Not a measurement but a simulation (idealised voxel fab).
process module | voxel air gaps
cross-section cut | 270 nm wide | cells 5 nm
A cross-section is a grid of square cells, given in bands from the top down. A band is one or more rows of cells.
Each band's line starts with the height of the band's top and of its bottom, in nm. Then come its materials from left to right, each with its width in nm. One material with "throughout" fills the band from edge to edge. "air" is empty space.
Height 0 is the level under which the wafer as received is all one material. The lowest band goes on downwards, as in "0 down".
A width such as "30 to 40" changes by the same amount from each row of cells to the next, from the band's top row to its bottom row.
"no change" after a step means that no cell of the cross-section changed.
closed voids: empty space of 8 cells or more with no open way to the top, each as width x height at its distance from the left edge, in nm
after a step's settings: what the simulator itself notes on the step
overlay nm, on a step with a mask: how far to the right of its planned place the mask lay; to the left if negative
plan
1 op RECEIVE | material Si
2 op CONFORMAL_DEP | material SiO2 | thk nm 10
3 op CONFORMAL_DEP | material SiN | thk nm 5
4 op DIRECTIONAL_DEP | material SiO2 | thk nm 35
5 op MASKED_ETCH | tone open | mask id LINES | width nm 20 | pitch nm 45 | etch materials SiO2 | depth nm 35 | overlay nm 0
6 op CONFORMAL_DEP | material TiN | thk nm 5
7 op FILL_DEP | material W | thk nm 5
8 op CMP | height nm 50
9 op EPI | material Ru | thk nm 10
10 op SELECTIVE_ETCH | etch materials SiO2 | depth nm 45
11 op CONFORMAL_DEP | material SiCN | thk nm 5
as received, after step 1
  0 down: Si throughout
  closed voids: none
a wafer at the end: this start, this plan, one mistake
  65 to 60: air 30 | SiCN 185 | air 55
  60 to 50: air 30 | SiCN 5 | Ru 40 | SiCN 5 | Ru 40 | SiCN 5 | Ru 40 | SiCN 5 | Ru 40 | SiCN 5 | air 55
  50 to 45: air 30 | SiCN 15 | TiN 5 | W 10 | TiN 5 | SiCN 25 | TiN 5 | W 10 | TiN 5 | SiCN 25 | TiN 5 | W 10 | TiN 5 | SiCN 25 | TiN 5 | W 10 | TiN 5 | SiCN 15 | air 55
  45 to 20: air 40 | SiCN 5 | TiN 5 | W 10 | TiN 5 | SiCN 5 | air 15 | SiCN 5 | TiN 5 | W 10 | TiN 5 | SiCN 5 | air 15 | SiCN 5 | TiN 5 | W 10 | TiN 5 | SiCN 5 | air 15 | SiCN 5 | TiN 5 | W 10 | TiN 5 | SiCN 5 | air 65
  20 to 15: SiCN 45 | TiN 20 | SiCN 25 | TiN 20 | SiCN 25 | TiN 20 | SiCN 25 | TiN 20 | SiCN 70
  15 to 10: SiN throughout
  10 to 0: SiO2 throughout
  0 down: Si throughout
  closed voids: 15 x 25 at 70; 15 x 25 at 115; 15 x 25 at 160
what went wrong: step 5 ran as: op MASKED_ETCH | tone open | mask id LINES | width nm 20 | pitch nm 45 | etch materials SiO2 | depth nm 35 | overlay nm -10
